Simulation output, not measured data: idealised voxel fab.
A process module follows: voxel self aligned vias.
Cross-sectional view cut (width: 300 nm; square cell size: 5 nm).
Bands, listed from the top down, are how a cross-section gets written in this document; the cross-section itself is a grid of square cells, and a band is one or more rows of them.
Band: top height; bottom height; in nm. Then, left to right: material with width in nm, for each material. "edge to edge": a single material spanning edge to edge. "air": empty space.
Beneath 0, the wafer as received is one material, and that level is where height counting begins. The lowest band goes on downward without a bottom; it is written like "0 down".
The width entry "30->40" should be interpreted row by row: the top row of cells in the band takes the first number, the bottom row takes the second number, and the change between adjacent rows is uniform throughout.
The cross-section has no changed cell in any step marked "no modification".
"Closed internal cavities" specifies each empty space that is not open to the top and that occupies no fewer than 8 cells, using the form width x height at distance, the distance measured from the left edge and all three quantities in nm.
Heads up: the bit after the settings on a step's line is the simulator's remark on that step.
overlay nm, on a step with a mask: how far to the right of its planned place the mask lay; to the left if negative
Planned process steps
1) op RECEIVE | material Si
2) op CONFORMAL_DEP | material SiO2 | thk nm 15
3) op CONFORMAL_DEP | material SiCN | thk nm 5
4) op DIRECTIONAL_DEP | material lowk | thk nm 30
5) op MASKED_ETCH | tone open | mask id LINES | width nm 20 | pitch nm 60 | etch materials lowk | depth nm 30 | overlay nm 0
6) op CONFORMAL_DEP | material TiN | thk nm 5
7) op FILL_DEP | material Ru | thk nm 10
8) op CMP | height nm 50
9) op SELECTIVE_ETCH | etch materials W Ru TiN | depth nm 5
10) op FILL_DEP | material SiN | thk nm 10
11) op CMP | height nm 50
12) op DIRECTIONAL_DEP | material lowk | thk nm 20
13) op MASKED_ETCH | tone open | mask id VIAS | width nm 30 | pitch nm 60 | etch materials lowk | depth nm 20 | overlay nm 0
14) op MASKED_ETCH | tone open | mask id VIAS | width nm 30 | pitch nm 60 | etch materials SiN | depth nm 5 | overlay nm 0
15) op CONFORMAL_DEP | material TiN | thk nm 5
16) op FILL_DEP | material Cu | thk nm 10
17) op CMP | height nm 70
18) op CONFORMAL_DEP | material SiN | thk nm 5
First of the two wafers, run per plan
Cross-section of the wafer at receipt, which is the condition after step 1
  0 down | Si edge to edge
  Closed internal cavities: none
Step 2 complete: cross-section through the wafer
  15 to 0 | SiO2 edge to edge
  Under 0: no change, same as before.
Step 3 complete: cross-section through the wafer
  20 to 15 | SiCN edge to edge
  Under 15: no change, same as before.
Step 4 complete: cross-section through the wafer
  50 to 20 | lowk edge to edge
  Under 20: no change, same as before.
Step 5 complete: cross-section through the wafer
  50 to 20 | lowk (80), air (20), lowk (40), air (20), lowk (40), air (20), lowk (80)
  Under 20: no change, same as before.
Step 6 complete: cross-section through the wafer
  55 to 50 | TiN (85), air (10), TiN (50), air (10), TiN (50), air (10), TiN (85)
  50 to 25 | lowk (80), TiN (5), air (10), TiN (5), lowk (40), TiN (5), air (10), TiN (5), lowk (40), TiN (5), air (10), TiN (5), lowk (80)
  25 to 20 | lowk (80), TiN (20), lowk (40), TiN (20), lowk (40), TiN (20), lowk (80)
  Under 20: no change, same as before.
Step 7 complete: cross-section through the wafer
  65 to 55 | Ru edge to edge
  55 to 50 | TiN (85), Ru (10), TiN (50), Ru (10), TiN (50), Ru (10), TiN (85)
  50 to 25 | lowk (80), TiN (5), Ru (10), TiN (5), lowk (40), TiN (5), Ru (10), TiN (5), lowk (40), TiN (5), Ru (10), TiN (5), lowk (80)
  Under 25: no change, same as before.
Step 8 complete: cross-section through the wafer
  50 to 25 | lowk (80), TiN (5), Ru (10), TiN (5), lowk (40), TiN (5), Ru (10), TiN (5), lowk (40), TiN (5), Ru (10), TiN (5), lowk (80)
  Under 25: no change, same as before.
Step 9 complete: cross-section through the wafer
  50 to 45 | lowk (80), air (20), lowk (40), air (20), lowk (40), air (20), lowk (80)
  Under 45: no change, same as before.
Step 10 complete: cross-section through the wafer
  60 to 50 | SiN edge to edge
  50 to 45 | lowk (80), SiN (20), lowk (40), SiN (20), lowk (40), SiN (20), lowk (80)
  Under 45: no change, same as before.
Step 11 complete: cross-section through the wafer
  50 to 45 | lowk (80), SiN (20), lowk (40), SiN (20), lowk (40), SiN (20), lowk (80)
  Under 45: no change, same as before.
Step 12 complete: cross-section through the wafer
  70 to 50 | lowk edge to edge
  Under 50: no change, same as before.
Step 13 complete: cross-section through the wafer
  70 to 50 | lowk (75), air (30), lowk (30), air (30), lowk (30), air (30), lowk (75)
  Under 50: no change, same as before.
Step 14 complete: cross-section through the wafer
  70 to 50 | lowk (75), air (30), lowk (30), air (30), lowk (30), air (30), lowk (75)
  50 to 45 | lowk (80), air (20), lowk (40), air (20), lowk (40), air (20), lowk (80)
  Under 45: no change, same as before.
Step 15 complete: cross-section through the wafer
  75 to 70 | TiN (80), air (20), TiN (40), air (20), TiN (40), air (20), TiN (80)
  70 to 55 | lowk (75), TiN (5), air (20), TiN (5), lowk (30), TiN (5), air (20), TiN (5), lowk (30), TiN (5), air (20), TiN (5), lowk (75)
  55 to 50 | lowk (75), TiN (10), air (10), TiN (10), lowk (30), TiN (10), air (10), TiN (10), lowk (30), TiN (10), air (10), TiN (10), lowk (75)
  50 to 45 | lowk (80), TiN (20), lowk (40), TiN (20), lowk (40), TiN (20), lowk (80)
  Under 45: no change, same as before.
Step 16 complete: cross-section through the wafer
  85 to 75 | Cu edge to edge
  75 to 70 | TiN (80), Cu (20), TiN (40), Cu (20), TiN (40), Cu (20), TiN (80)
  70 to 55 | lowk (75), TiN (5), Cu (20), TiN (5), lowk (30), TiN (5), Cu (20), TiN (5), lowk (30), TiN (5), Cu (20), TiN (5), lowk (75)
  55 to 50 | lowk (75), TiN (10), Cu (10), TiN (10), lowk (30), TiN (10), Cu (10), TiN (10), lowk (30), TiN (10), Cu (10), TiN (10), lowk (75)
  Under 50: no change, same as before.
Step 17 complete: cross-section through the wafer
  70 to 55 | lowk (75), TiN (5), Cu (20), TiN (5), lowk (30), TiN (5), Cu (20), TiN (5), lowk (30), TiN (5), Cu (20), TiN (5), lowk (75)
  Under 55: no change, same as before.
Step 18 complete: cross-section through the wafer
  75 to 70 | SiN edge to edge
  Under 70: no change, same as before.
For the second wafer, take the first wafer's start and plan, then add one mistake made in running it; everything through step 12, that step included, is shared with the first
when step 13 should have ended
  70 to 50 | lowk (85), air (30), lowk (30), air (30), lowk (30), air (30), lowk (65)
  Under 50: no change, same as before.
when step 14 should have ended
  70 to 50 | lowk (85), air (30), lowk (30), air (30), lowk (30), air (30), lowk (65)
  50 to 45 | lowk (80), SiN (5), air (15), lowk (40), SiN (5), air (15), lowk (40), SiN (5), air (15), lowk (80)
  Under 45: no change, same as before.
when step 15 should have ended
  75 to 70 | TiN (90), air (20), TiN (40), air (20), TiN (40), air (20), TiN (70)
  70 to 55 | lowk (85), TiN (5), air (20), TiN (5), lowk (30), TiN (5), air (20), TiN (5), lowk (30), TiN (5), air (20), TiN (5), lowk (65)
  55 to 50 | lowk (85), TiN (5), air (5), TiN (20), lowk (30), TiN (5), air (5), TiN (20), lowk (30), TiN (5), air (5), TiN (20), lowk (65)
  50 to 45 | lowk (80), SiN (5), TiN (15), lowk (40), SiN (5), TiN (15), lowk (40), SiN (5), TiN (15), lowk (80)
  Under 45: no change, same as before.
when step 16 should have ended
  85 to 75 | Cu edge to edge
  75 to 70 | TiN (90), Cu (20), TiN (40), Cu (20), TiN (40), Cu (20), TiN (70)
  70 to 55 | lowk (85), TiN (5), Cu (20), TiN (5), lowk (30), TiN (5), Cu (20), TiN (5), lowk (30), TiN (5), Cu (20), TiN (5), lowk (65)
  55 to 50 | lowk (85), TiN (5), Cu (5), TiN (20), lowk (30), TiN (5), Cu (5), TiN (20), lowk (30), TiN (5), Cu (5), TiN (20), lowk (65)
  Under 50: no change, same as before.
when step 17 should have ended
  70 to 55 | lowk (85), TiN (5), Cu (20), TiN (5), lowk (30), TiN (5), Cu (20), TiN (5), lowk (30), TiN (5), Cu (20), TiN (5), lowk (65)
  Under 55: no change, same as before.
when step 18 should have ended
  75 to 70 | SiN edge to edge
  Under 70: no change, same as before.
The plan and the run diverged here: contrary to plan, step 13 was performed as op MASKED_ETCH | tone open | mask id VIAS | width nm 30 | pitch nm 60 | etch materials lowk | depth nm 20 | overlay nm 10
Once processing is complete, comparing cell counts shows that the second wafer has more or fewer of certain materials than the first: 3 fewer of Cu; 3 more of SiN
